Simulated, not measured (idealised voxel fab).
You're looking at the process module voxel wiring stack.
Displayed cross-section: cut, width of 150 nm, square cells sized 5 nm.
Notation: cross-section as square-cell grid; stated in bands, top first, going down; one or more cell rows per band. For a band, the entry starts with two heights in nm, that of the top and then that of the bottom, and carries on with the band's materials in order from left to right, each alongside its width in nm; the word "edge to edge" beside a single material means it fills the band edge to edge, and "empty" means empty space. Ref level 0: as-received wafer is one material below here. Bottom band extends down with no lower bound ("from 0 down"). A width given as "30->40" starts at the first number in the band's top row and ends at the second number in its bottom row, shifting by an equal amount at every step from row to row. "no alterations made" (step): cross-section cells unchanged, all of them. The list in "Enclosed cavities" covers empty spaces of 8 cells or more that cannot reach the top through any open way, and it gives each as width x height at distance; the distance is from the left edge, and width, height and distance are in nm. Formally, on a step line, whatever follows the settings is a remark that the simulator itself makes on the step. overlay nm: on a step with a mask, how far right of its planned place the mask lay; negative means left.
Set out below are the planned steps of the process:
1: RECEIVE [material Si]
2: CONFORMAL_DEP [material SiO2] [thk nm 10]
3: DIRECTIONAL_DEP [material TiN] [thk nm 5]
4: DIRECTIONAL_DEP [material W] [thk nm 20]
5: DIRECTIONAL_DEP [material aC] [thk nm 15]
6: PATTERN [tone cover] [mask id METAL_1] [material resist] [width nm 30] [pitch nm 50] [thk nm 30] [overlay nm 0]
7: DIRECTIONAL_ETCH [etch materials aC] [depth nm 15]
8: STRIP [etch materials resist]
9: DIRECTIONAL_ETCH [etch materials W] [depth nm 20]
10: DIRECTIONAL_ETCH [etch materials TiN] [depth nm 5]
11: STRIP [etch materials aC]
12: CONFORMAL_DEP [material SiCN] [thk nm 5]
13: FILL_DEP [material SiO2] [thk nm 5]
14: CMP [height nm 35]
15: CONFORMAL_DEP [material SiCN] [thk nm 5]
16: DIRECTIONAL_DEP [material lowk] [thk nm 20]
17: MASKED_ETCH [tone open] [mask id PLUG_1] [width nm 15] [etch materials lowk] [depth nm 20] [overlay nm 0]
18: MASKED_ETCH [tone open] [mask id PLUG_1] [width nm 15] [etch materials SiCN] [depth nm 5] [overlay nm 0]
19: CONFORMAL_DEP [material TiN] [thk nm 5]
20: FILL_DEP [material Cu] [thk nm 5]
21: CMP [height nm 60]
22: CONFORMAL_DEP [material SiCN] [thk nm 5]
23: DIRECTIONAL_DEP [material lowk] [thk nm 20]
24: MASKED_ETCH [tone open] [mask id METAL_2] [width nm 30] [pitch nm 50] [etch materials lowk] [depth nm 20] [overlay nm 0]
25: MASKED_ETCH [tone open] [mask id METAL_2] [width nm 30] [pitch nm 50] [etch materials SiCN] [depth nm 5] [overlay nm 0]
26: CONFORMAL_DEP [material TiN] [thk nm 5]
27: FILL_DEP [material Ru] [thk nm 5]
28: CMP [height nm 85]
29: CONFORMAL_DEP [material SiCN] [thk nm 5]
30: DIRECTIONAL_DEP [material SiO2] [thk nm 10]
31: PATTERN [tone open] [mask id PLUG_2] [material resist] [width nm 15] [pitch nm 50] [thk nm 20] [overlay nm 0]
32: DIRECTIONAL_ETCH [etch materials SiO2] [depth nm 10]
33: DIRECTIONAL_ETCH [etch materials SiCN] [depth nm 5]
34: STRIP [etch materials resist]
35: CONFORMAL_DEP [material TiN] [thk nm 5]
36: FILL_DEP [material Ru] [thk nm 10]
37: CMP [height nm 100]
38: CONFORMAL_DEP [material SiN] [thk nm 5]
39: DIRECTIONAL_DEP [material SiO2] [thk nm 25]
40: PATTERN [tone open] [mask id METAL_3] [material resist] [width nm 30] [pitch nm 50] [thk nm 20] [overlay nm 0]
41: DIRECTIONAL_ETCH [etch materials SiO2] [depth nm 25]
42: DIRECTIONAL_ETCH [etch materials SiN] [depth nm 5]
43: STRIP [etch materials resist]
44: CONFORMAL_DEP [material TiN] [thk nm 5]
45: FILL_DEP [material Cu] [thk nm 5]
46: CMP [height nm 130]
47: CONFORMAL_DEP [material SiCN] [thk nm 5]
The wafers are alike at the start. At step 47, their thk nm differs. The plan lists the first wafer's value.
This is how the first of several wafers looked in cross-section when it arrived, which is after step 1:
	from 0 down | Si edge to edge
	Enclosed cavities: none
Cross-section, first of several wafers, end of module, after last step 47:
	from 135 to 130 | SiCN edge to edge
	from 130 to 105 | 35 SiO2, 5 TiN, 20 Cu, 5 TiN, 20 SiO2, 5 TiN, 20 Cu, 5 TiN, 35 SiO2
	from 105 to 100 | 35 SiN, 30 TiN, 20 SiN, 30 TiN, 35 SiN
	from 100 to 90 | 35 SiO2, 5 TiN, 5 Ru, 5 TiN, 35 SiO2, 5 TiN, 5 Ru, 5 TiN, 50 SiO2
	from 90 to 85 | 35 SiCN, 15 TiN, 35 SiCN, 15 TiN, 50 SiCN
	from 85 to 65 | 35 lowk, 5 TiN, 20 Ru, 5 TiN, 20 lowk, 5 TiN, 20 Ru, 5 TiN, 35 lowk
	from 65 to 60 | 35 SiCN, 30 TiN, 20 SiCN, 30 TiN, 35 SiCN
	from 60 to 40 | 35 lowk, 5 TiN, 5 Cu, 5 TiN, 100 lowk
	from 40 to 35 | 35 SiCN, 15 TiN, 100 SiCN
	from 35 to 15 | 30 SiO2, 5 SiCN, 30 W, 5 SiCN, 10 SiO2, 5 SiCN, 30 W, 5 SiCN, 30 SiO2
	from 15 to 10 | 35 SiCN, 30 TiN, 20 SiCN, 30 TiN, 35 SiCN
	from 10 to 0 | SiO2 edge to edge
	from 0 down | Si edge to edge
	Enclosed cavities: none
Last wafer of the set, cross-sectioned at end of module:
	from 150 to 130 | SiCN edge to edge
	from 130 to 105 | 35 SiO2, 5 TiN, 20 Cu, 5 TiN, 20 SiO2, 5 TiN, 20 Cu, 5 TiN, 35 SiO2
	from 105 to 100 | 35 SiN, 30 TiN, 20 SiN, 30 TiN, 35 SiN
	from 100 to 90 | 35 SiO2, 5 TiN, 5 Ru, 5 TiN, 35 SiO2, 5 TiN, 5 Ru, 5 TiN, 50 SiO2
	from 90 to 85 | 35 SiCN, 15 TiN, 35 SiCN, 15 TiN, 50 SiCN
	from 85 to 65 | 35 lowk, 5 TiN, 20 Ru, 5 TiN, 20 lowk, 5 TiN, 20 Ru, 5 TiN, 35 lowk
	from 65 to 60 | 35 SiCN, 30 TiN, 20 SiCN, 30 TiN, 35 SiCN
	from 60 to 40 | 35 lowk, 5 TiN, 5 Cu, 5 TiN, 100 lowk
	from 40 to 35 | 35 SiCN, 15 TiN, 100 SiCN
	from 35 to 15 | 30 SiO2, 5 SiCN, 30 W, 5 SiCN, 10 SiO2, 5 SiCN, 30 W, 5 SiCN, 30 SiO2
	from 15 to 10 | 35 SiCN, 30 TiN, 20 SiCN, 30 TiN, 35 SiCN
	from 10 to 0 | SiO2 edge to edge
	from 0 down | Si edge to edge
	Enclosed cavities: none
Row per wafer, end-of-module: cell gain (+)/loss (-) by material since the wafer came in, then closed voids:
thk nm 5, +44 Cu, +36 Ru, +133 SiCN, +18 SiN, +254 SiO2, +97 TiN, +48 W, +180 lowk, Enclosed cavities: none
thk nm 10, +44 Cu, +36 Ru, +163 SiCN, +18 SiN, +254 SiO2, +97 TiN, +48 W, +180 lowk, Enclosed cavities: none
thk nm 15, +44 Cu, +36 Ru, +193 SiCN, +18 SiN, +254 SiO2, +97 TiN, +48 W, +180 lowk, Enclosed cavities: none
thk nm 20, +44 Cu, +36 Ru, +223 SiCN, +18 SiN, +254 SiO2, +97 TiN, +48 W, +180 lowk, Enclosed cavities: none
